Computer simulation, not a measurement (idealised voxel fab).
Process module, titled voxel transistor to metal
Square cells of 5 nm make up the cross-section cut, whose width is 190 nm.
We lay out every cross-section as a grid of square cells and spell it out in bands from the top down, where one band means one or more rows of cells.
Top, bottom (nm), then materials left to right with widths (nm); lone material tagged "everywhere" fills the whole band edge to edge; "empty" = empty space.
The level at which height equals 0 is the one under which the wafer, as it arrives, is entirely one material. No lower edge exists for the bottom band, which continues downward and is notated as in "0 -> down".
The two numbers in a width such as "30 to 40" mark its ends across the band: the first belongs to the top row of cells, the second to the bottom row, and from each row to the next the width moves by the same amount.
For the purposes of this document, the phrase "no alterations made" attached to a step denotes that no cell within the cross-section was modified by that step.
Closed empty spaces (no open way to the top) of 8 cells or more are what "Unvented internal voids" lists, each as width x height at distance from the left edge, nm for all three.
Note: text after step settings on the step line = simulator remark on that step.
"overlay nm" answers the question of how far to the right of plan the mask lay on a step that has a mask, and when it is negative the answer is to the left.

### The process steps that were planned are listed below
1) RECEIVE | material Si
2) CONFORMAL_DEP | material SiO2 | thk nm 5
3) CONFORMAL_DEP | material SiN | thk nm 10
4) DIRECTIONAL_DEP | material aC | thk nm 10
5) PATTERN | tone cover | mask id ACTIVE | material resist | width nm 85 | thk nm 30 | overlay nm 0
6) DIRECTIONAL_ETCH | etch materials aC | depth nm 10
7) STRIP | etch materials resist
8) DIRECTIONAL_ETCH | etch materials SiN | depth nm 10
9) DIRECTIONAL_ETCH | etch materials SiO2 | depth nm 5
10) DIRECTIONAL_ETCH | etch materials Si | depth nm 30
11) STRIP | etch materials aC
12) FILL_DEP | material SiO2 | thk nm 10
13) CMP | height nm 15
14) SELECTIVE_ETCH | etch materials SiO2 | depth nm 5
15) STRIP | etch materials SiN
16) SELECTIVE_ETCH | etch materials SiO2 | depth nm 5
17) OXIDIZE | depth nm 5
18) DIRECTIONAL_DEP | material polySi | thk nm 25
19) DIRECTIONAL_DEP | material SiCN | thk nm 15
20) MASKED_ETCH | tone cover | mask id GATE | width nm 15 | etch materials SiCN | depth nm 25 | overlay nm 0
21) MASKED_ETCH | tone cover | mask id GATE | width nm 15 | etch materials polySi | depth nm 35 | overlay nm 0
22) CONFORMAL_DEP | material SiN | thk nm 5
23) DIRECTIONAL_ETCH | etch materials SiN | depth nm 5
24) DIRECTIONAL_ETCH | etch materials SiO2 | depth nm 5
25) EPI | material nSi | thk nm 5
26) FILL_DEP | material SiO2 | thk nm 10
27) CMP | height nm 40
28) DIRECTIONAL_DEP | material SiO2 | thk nm 10
29) DIRECTIONAL_DEP | material aC | thk nm 10
30) PATTERN | tone open | mask id CONTACT | material resist | width nm 25 | pitch nm 50 | thk nm 30 | overlay nm 0
31) DIRECTIONAL_ETCH | etch materials aC | depth nm 10
32) STRIP | etch materials resist
33) DIRECTIONAL_ETCH | etch materials SiO2 | depth nm 50
34) STRIP | etch materials aC
35) CONFORMAL_DEP | material TiN | thk nm 5
36) FILL_DEP | material W | thk nm 5
37) CMP | height nm 50
38) CONFORMAL_DEP | material SiN | thk nm 5
39) DIRECTIONAL_DEP | material lowk | thk nm 25
40) PATTERN | tone open | mask id METAL_1 | material resist | width nm 15 | pitch nm 60 | thk nm 20 | overlay nm 0
41) DIRECTIONAL_ETCH | etch materials lowk | depth nm 25
42) DIRECTIONAL_ETCH | etch materials SiN | depth nm 5
43) STRIP | etch materials resist
44) CONFORMAL_DEP | material TiN | thk nm 5
45) FILL_DEP | material Ru | thk nm 5
46) CMP | height nm 80
47) CONFORMAL_DEP | material SiCN | thk nm 5
Variable across wafers: step 20 width nm (plan value is that of the first wafer; starting state common to all).

### The first of several wafers as received, shown in cross-section; this is its state after step 1
  0 -> down: Si everywhere
  Unvented internal voids: none

### After the module's final step, step 47: the first of several wafers in cross-section
  85 -> 80: SiCN everywhere
  80 -> 55: lowk (55), TiN (5), Ru (5), TiN (5), lowk (45), TiN (5), Ru (5), TiN (5), lowk (60)
  55 -> 50: SiN (55), TiN (15), SiN (45), TiN (15), SiN (60)
  50 -> 40: SiO2 (55), TiN (5), W (15), TiN (5), SiO2 (25), TiN (5), W (15), TiN (5), SiO2 (60)
  40 -> 25: SiO2 (55), TiN (5), W (15), TiN (5), SiN (5), SiCN (15), SiN (5), TiN (5), W (15), TiN (5), SiO2 (60)
  25 -> 5: SiO2 (55), TiN (5), W (15), TiN (5), SiN (5), polySi (15), SiN (5), TiN (5), W (15), TiN (5), SiO2 (60)
  5 -> 0: SiO2 (45), SiN (5), SiO2 (5), TiN (25), SiN (5), polySi (15), SiN (5), TiN (25), SiO2 (5), SiN (5), SiO2 (50)
  0 -> -5: SiO2 (50), nSi (30), SiO2 (25), nSi (30), SiO2 (55)
  -5 -> -30: SiO2 (50), Si (85), SiO2 (55)
  -30 -> down: Si everywhere
  Unvented internal voids: none

### Cross-section of the last wafer at end of module
  85 -> 80: SiCN everywhere
  80 -> 55: lowk (55), TiN (5), Ru (5), TiN (5), lowk (45), TiN (5), Ru (5), TiN (5), lowk (60)
  55 -> 50: SiN (55), TiN (15), SiN (45), TiN (15), SiN (60)
  50 -> 40: SiO2 (55), TiN (5), W (15 to 10), TiN (5 to 10), SiO2 (25), TiN (5 to 15), W (15 to 5), TiN (5), SiO2 (60)
  40 -> 25: SiO2 (55), TiN (5), W (10), TiN (5), SiN (5), SiCN (30), SiN (5), TiN (5), W (5), TiN (5), SiO2 (60)
  25 -> 5: SiO2 (55), TiN (5), W (10), TiN (5), SiN (5), polySi (30), SiN (5), TiN (5), W (5), TiN (5), SiO2 (60)
  5 -> 0: SiO2 (45), SiN (5), SiO2 (5), TiN (20), SiN (5), polySi (30), SiN (5), TiN (15), SiO2 (5), SiN (5), SiO2 (50)
  0 -> -5: SiO2 (50), nSi (25), SiO2 (40), nSi (20), SiO2 (55)
  -5 -> -30: SiO2 (50), Si (85), SiO2 (55)
  -30 -> down: Si everywhere
  Unvented internal voids: none

### Wafer rows, end of module: cells per material gained (+) or lost (-) since receipt; closed voids last
width nm 15; +10 Ru; -143 Si; +47 SiCN; +50 SiN; +369 SiO2; +72 TiN; +54 W; +160 lowk; +12 nSi; +15 polySi; Unvented internal voids: none
width nm 20; +10 Ru; -143 Si; +50 SiCN; +50 SiN; +370 SiO2; +72 TiN; +46 W; +160 lowk; +11 nSi; +20 polySi; Unvented internal voids: none
width nm 25; +10 Ru; -143 Si; +53 SiCN; +50 SiN; +371 SiO2; +72 TiN; +38 W; +160 lowk; +10 nSi; +25 polySi; Unvented internal voids: none
width nm 30; +10 Ru; -143 Si; +56 SiCN; +50 SiN; +372 SiO2; +72 TiN; +30 W; +160 lowk; +9 nSi; +30 polySi; Unvented internal voids: none
